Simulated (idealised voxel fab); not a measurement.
Documented hereafter: the process module known as voxel capacitor over wiring.
Square cells of 5 nm make up the cross-section cut, whose width is 300 nm.
Each cross-section below is a grid of square cells, stated as bands in top-down order, with one or more rows of cells making up each band. Quick guide to a band line: top height, bottom height (nm) up front; then every material left to right with its width in nm. Only one material and it's marked "throughout"? Then it fills the band edge to edge. And "blank" just means empty space. A quick word on heights: they are counted from 0, and under that level the wafer as it came to us is one material throughout. The lowest band is different from the rest in having no bottom; it simply continues downward, written as in "0..down". So if you see something like "30->40" for the width, read it as the top row of the band sitting at the first number and the bottom row at the second, with every row in between moving by the same amount as the last. "no change" for a step: no cell of the cross-section changed in that step. The entry titled "Voids, enclosed" provides the empty spaces that have no open way to the top, restricted to those of 8 cells or more. Each is presented as width x height at distance, the distance being measured from the left edge, with all three in nm. Anything after a step's settings on that line? It's the simulator's own note about the step. "overlay nm" on a masked step: distance the mask lay right of its planned place, negative for left.

### The following list gives the planned process steps
1. RECEIVE [material Si]
2. CONFORMAL_DEP [material SiO2] [thk nm 10]
3. CONFORMAL_DEP [material SiN] [thk nm 5]
4. DIRECTIONAL_DEP [material SiO2] [thk nm 20]
5. DIRECTIONAL_DEP [material aC] [thk nm 10]
6. PATTERN [tone open] [mask id METAL_1] [material resist] [width nm 20] [pitch nm 75] [thk nm 30] [overlay nm 0]
7. DIRECTIONAL_ETCH [etch materials aC] [depth nm 10]
8. STRIP [etch materials resist]
9. DIRECTIONAL_ETCH [etch materials SiO2] [depth nm 20]
10. DIRECTIONAL_ETCH [etch materials SiN] [depth nm 5]
11. STRIP [etch materials aC]
12. CONFORMAL_DEP [material TiN] [thk nm 5]
13. FILL_DEP [material Cu] [thk nm 10]
14. CMP [height nm 35]
15. CONFORMAL_DEP [material SiCN] [thk nm 5]
16. DIRECTIONAL_DEP [material lowk] [thk nm 10]
17. DIRECTIONAL_DEP [material aC] [thk nm 10]
18. PATTERN [tone open] [mask id PLUG_1] [material resist] [width nm 15] [thk nm 30] [overlay nm 0]
19. DIRECTIONAL_ETCH [etch materials aC] [depth nm 10]
20. STRIP [etch materials resist]
21. DIRECTIONAL_ETCH [etch materials lowk] [depth nm 10]
22. DIRECTIONAL_ETCH [etch materials SiCN] [depth nm 5]
23. STRIP [etch materials aC]
24. CONFORMAL_DEP [material TiN] [thk nm 5]
25. FILL_DEP [material W] [thk nm 10]
26. CMP [height nm 50]
27. DIRECTIONAL_DEP [material TiN] [thk nm 10]
28. DIRECTIONAL_DEP [material Al2O3] [thk nm 5]
29. DIRECTIONAL_DEP [material TiN] [thk nm 10]
30. MASKED_ETCH [tone cover] [mask id UPPER_PLATE] [width nm 60] [etch materials TiN] [depth nm 10] [overlay nm 0]
31. MASKED_ETCH [tone cover] [mask id UPPER_PLATE] [width nm 60] [etch materials Al2O3] [depth nm 5] [overlay nm 0]
32. MASKED_ETCH [tone cover] [mask id LOWER_PLATE] [width nm 70] [etch materials TiN] [depth nm 10] [overlay nm 0]
33. FILL_DEP [material SiO2] [thk nm 15]
34. CMP [height nm 85]
35. MASKED_ETCH [tone open] [mask id PLUG_2] [width nm 15] [etch materials SiO2] [depth nm 10] [overlay nm 0]
36. CONFORMAL_DEP [material TiN] [thk nm 5]
37. FILL_DEP [material Cu] [thk nm 10]
38. CMP [height nm 85]
39. CONFORMAL_DEP [material SiN] [thk nm 5]

### Cross-section of the wafer upon arrival, representing the state reached after step 1
- 0..down  Si throughout
- Voids, enclosed: none

### Figure: cross-sectional view of the wafer upon completion of the module, processed from the initial state and according to the plan depicted above, with one error introduced during execution
- 90..85  SiN throughout
- 85..80  115 nm SiO2, 5 nm TiN, 5 nm Cu, 5 nm TiN, 170 nm SiO2
- 80..75  115 nm SiO2, 15 nm TiN, 170 nm SiO2
- 75..65  100 nm SiO2, 5 nm TiN, 60 nm SiO2, 5 nm TiN, 130 nm SiO2
- 65..60  Al2O3 throughout
- 60..50  TiN throughout
- 50..40  105 nm lowk, 5 nm TiN, 5 nm W, 5 nm TiN, 180 nm lowk
- 40..35  105 nm SiCN, 15 nm TiN, 180 nm SiCN
- 35..15  100 nm SiO2, 5 nm TiN, 10 nm Cu, 5 nm TiN, 55 nm SiO2, 5 nm TiN, 10 nm Cu, 5 nm TiN, 105 nm SiO2
- 15..10  100 nm SiN, 20 nm TiN, 55 nm SiN, 20 nm TiN, 105 nm SiN
- 10..0  SiO2 throughout
- 0..down  Si throughout
- Voids, enclosed: none
What was the processing mistake? step 30 changed vs plan, executed as MASKED_ETCH [tone open] [mask id UPPER_PLATE] [width nm 60] [etch materials TiN] [depth nm 10] [overlay nm 0]
